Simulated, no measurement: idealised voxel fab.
You're looking at the process module voxel released beams.
cross-section cut | 245 nm wide | cells 5 nm
Think of the cross-section as a grid of square cells. We describe it in bands, top to bottom, and each band covers one or more rows of those cells.
Per band: top height and bottom height in nm, followed by the left-to-right materials and their widths in nm; "everywhere" marks a single material spanning edge to edge, "air" marks empty space.
Heights from 0 (as-received wafer is one material below). Bottom band endless downward, as "0 -> down".
Width: "30..40" (first number = top row, second number = bottom row, same change from row to row of cells).
You'll sometimes find "stayed the same" written for a step, and that's the way of saying that nowhere in the cross-section did a cell change during that step.
Empty spaces counting at least 8 cells and having no open way to the top are listed in "Tabulated closed voids". The notation width x height at distance is used for each, the distance being from the left edge and all three values in nm.
If you see something after the settings on a step's line, that's the simulator's own remark about that step.
overlay nm: on a step with a mask, how far right of its planned place the mask lay; negative means left.
Set out below are the planned steps of the process
| 1 | RECEIVE with material Si |
| 2 | CONFORMAL_DEP with material SiN, thk nm 5 |
| 3 | DIRECTIONAL_DEP with material SiO2, thk nm 20 |
| 4 | MASKED_ETCH with tone open, mask id ANCHOR, width nm 25, etch materials SiO2, depth nm 20, overlay nm 0 |
| 5 | CONFORMAL_DEP with material TiN, thk nm 10 |
| 6 | DIRECTIONAL_DEP with material aC, thk nm 15 |
| 7 | PATTERN with tone cover, mask id BEAM, material resist, width nm 100, thk nm 30, overlay nm 0 |
| 8 | DIRECTIONAL_ETCH with etch materials aC, depth nm 15 |
| 9 | STRIP with etch materials resist |
| 10 | DIRECTIONAL_ETCH with etch materials TiN, depth nm 10 |
| 11 | STRIP with etch materials aC |
| 12 | STRIP with etch materials SiO2 |
So this is the incoming wafer in cross-section - it's already been through step 1
    0 -> down | Si everywhere
    Tabulated closed voids: none
Cross-section, first of two wafers, end of module, run as planned
    35 -> 25 | air=70, then TiN=15, then air=5, then TiN=80, then air=75
    25 -> 15 | air=75, then TiN=10, then air=5, then TiN=10, then air=145
    15 -> 5 | air=75, then TiN=25, then air=145
    5 -> 0 | SiN everywhere
    0 -> down | Si everywhere
    Tabulated closed voids: none
Cross-section of the latter of the two wafers at module completion. It had an identical start and an identical plan to the former; in running it, one mistake was made
    35 -> 25 | air=70, then TiN=100, then air=75
    25 -> 20 | SiN everywhere
    20 -> 0 | SiO2 everywhere
    0 -> down | Si everywhere
    Tabulated closed voids: none
What went wrong in running the wafer? order of steps 2 and 3 inverted relative to the plan
The closing comparison, in cells, has the second wafer with more or fewer of some materials than the first: SiO2 +196, TiN -16
